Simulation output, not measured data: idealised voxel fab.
process module | voxel air gaps
cross-section cut | 270 nm wide | cells 5 nm
A cross-section is a grid of square cells, given in bands from the top down. A band is one or more rows of cells.
Each band's line starts with the height of the band's top and of its bottom, in nm. Then come its materials from left to right, each with its width in nm. One material with "throughout" fills the band from edge to edge. "air" is empty space.
Height 0 is the level under which the wafer as received is all one material. The lowest band goes on downwards, as in "0 down".
A width such as "30 to 40" changes by the same amount from each row of cells to the next, from the band's top row to its bottom row.
"no change" after a step means that no cell of the cross-section changed.
closed voids: empty space of 8 cells or more with no open way to the top, each as width x height at its distance from the left edge, in nm
after a step's settings: what the simulator itself notes on the step
overlay nm, on a step with a mask: how far to the right of its planned place the mask lay; to the left if negative
plan
1 op RECEIVE | material Si
2 op CONFORMAL_DEP | material SiO2 | thk nm 10
3 op CONFORMAL_DEP | material SiN | thk nm 5
4 op DIRECTIONAL_DEP | material SiO2 | thk nm 35
5 op MASKED_ETCH | tone open | mask id LINES | width nm 20 | pitch nm 45 | etch materials SiO2 | depth nm 35 | overlay nm -15
6 op CONFORMAL_DEP | material TiN | thk nm 5
7 op FILL_DEP | material W | thk nm 5
8 op CMP | height nm 50
9 op EPI | material Ru | thk nm 10
10 op SELECTIVE_ETCH | etch materials SiO2 | depth nm 45
11 op CONFORMAL_DEP | material SiCN | thk nm 5
varied across the wafers: overlay nm of step 5. The plan shows the first wafer's value. All wafers start alike
first wafer as received, after step 1
  0 down: Si throughout
  closed voids: none
first wafer at the end, after step 11
  65 to 60: air 25 | SiCN 185 | air 60
  60 to 50: air 25 | SiCN 5 | Ru 40 | SiCN 5 | Ru 40 | SiCN 5 | Ru 40 | SiCN 5 | Ru 40 | SiCN 5 | air 60
  50 to 45: air 25 | SiCN 15 | TiN 5 | W 10 | TiN 5 | SiCN 25 | TiN 5 | W 10 | TiN 5 | SiCN 25 | TiN 5 | W 10 | TiN 5 | SiCN 25 | TiN 5 | W 10 | TiN 5 | SiCN 15 | air 60
  45 to 20: air 35 | SiCN 5 | TiN 5 | W 10 | TiN 5 | SiCN 5 | air 15 | SiCN 5 | TiN 5 | W 10 | TiN 5 | SiCN 5 | air 15 | SiCN 5 | TiN 5 | W 10 | TiN 5 | SiCN 5 | air 15 | SiCN 5 | TiN 5 | W 10 | TiN 5 | SiCN 5 | air 70
  20 to 15: SiCN 40 | TiN 20 | SiCN 25 | TiN 20 | SiCN 25 | TiN 20 | SiCN 25 | TiN 20 | SiCN 75
  15 to 10: SiN throughout
  10 to 0: SiO2 throughout
  0 down: Si throughout
  closed voids: 15 x 25 at 65; 15 x 25 at 110; 15 x 25 at 155
last wafer at the end
  65 to 60: air 55 | SiCN 185 | air 30
  60 to 50: air 55 | SiCN 5 | Ru 40 | SiCN 5 | Ru 40 | SiCN 5 | Ru 40 | SiCN 5 | Ru 40 | SiCN 5 | air 30
  50 to 45: air 55 | SiCN 15 | TiN 5 | W 10 | TiN 5 | SiCN 25 | TiN 5 | W 10 | TiN 5 | SiCN 25 | TiN 5 | W 10 | TiN 5 | SiCN 25 | TiN 5 | W 10 | TiN 5 | SiCN 15 | air 30
  45 to 20: air 65 | SiCN 5 | TiN 5 | W 10 | TiN 5 | SiCN 5 | air 15 | SiCN 5 | TiN 5 | W 10 | TiN 5 | SiCN 5 | air 15 | SiCN 5 | TiN 5 | W 10 | TiN 5 | SiCN 5 | air 15 | SiCN 5 | TiN 5 | W 10 | TiN 5 | SiCN 5 | air 40
  20 to 15: SiCN 70 | TiN 20 | SiCN 25 | TiN 20 | SiCN 25 | TiN 20 | SiCN 25 | TiN 20 | SiCN 45
  15 to 10: SiN throughout
  10 to 0: SiO2 throughout
  0 down: Si throughout
  closed voids: 15 x 25 at 95; 15 x 25 at 140; 15 x 25 at 185
each wafer at the end: cells of each material gained (+) or lost (-) since it was received, then its closed voids
overlay nm -15 | +64 Ru | +146 SiCN | +54 SiN | +108 SiO2 | +64 TiN | +48 W | closed voids: 15 x 25 at 65; 15 x 25 at 110; 15 x 25 at 155
overlay nm -10 | +64 Ru | +146 SiCN | +54 SiN | +108 SiO2 | +64 TiN | +48 W | closed voids: 15 x 25 at 70; 15 x 25 at 115; 15 x 25 at 160
overlay nm -5 | +64 Ru | +146 SiCN | +54 SiN | +108 SiO2 | +64 TiN | +48 W | closed voids: 15 x 25 at 75; 15 x 25 at 120; 15 x 25 at 165
overlay nm 0 | +64 Ru | +146 SiCN | +54 SiN | +108 SiO2 | +64 TiN | +48 W | closed voids: 15 x 25 at 80; 15 x 25 at 125; 15 x 25 at 170
overlay nm 5 | +64 Ru | +146 SiCN | +54 SiN | +108 SiO2 | +64 TiN | +48 W | closed voids: 15 x 25 at 85; 15 x 25 at 130; 15 x 25 at 175
overlay nm 10 | +64 Ru | +146 SiCN | +54 SiN | +108 SiO2 | +64 TiN | +48 W | closed voids: 15 x 25 at 90; 15 x 25 at 135; 15 x 25 at 180
overlay nm 15 | +64 Ru | +146 SiCN | +54 SiN | +108 SiO2 | +64 TiN | +48 W | closed voids: 15 x 25 at 95; 15 x 25 at 140; 15 x 25 at 185
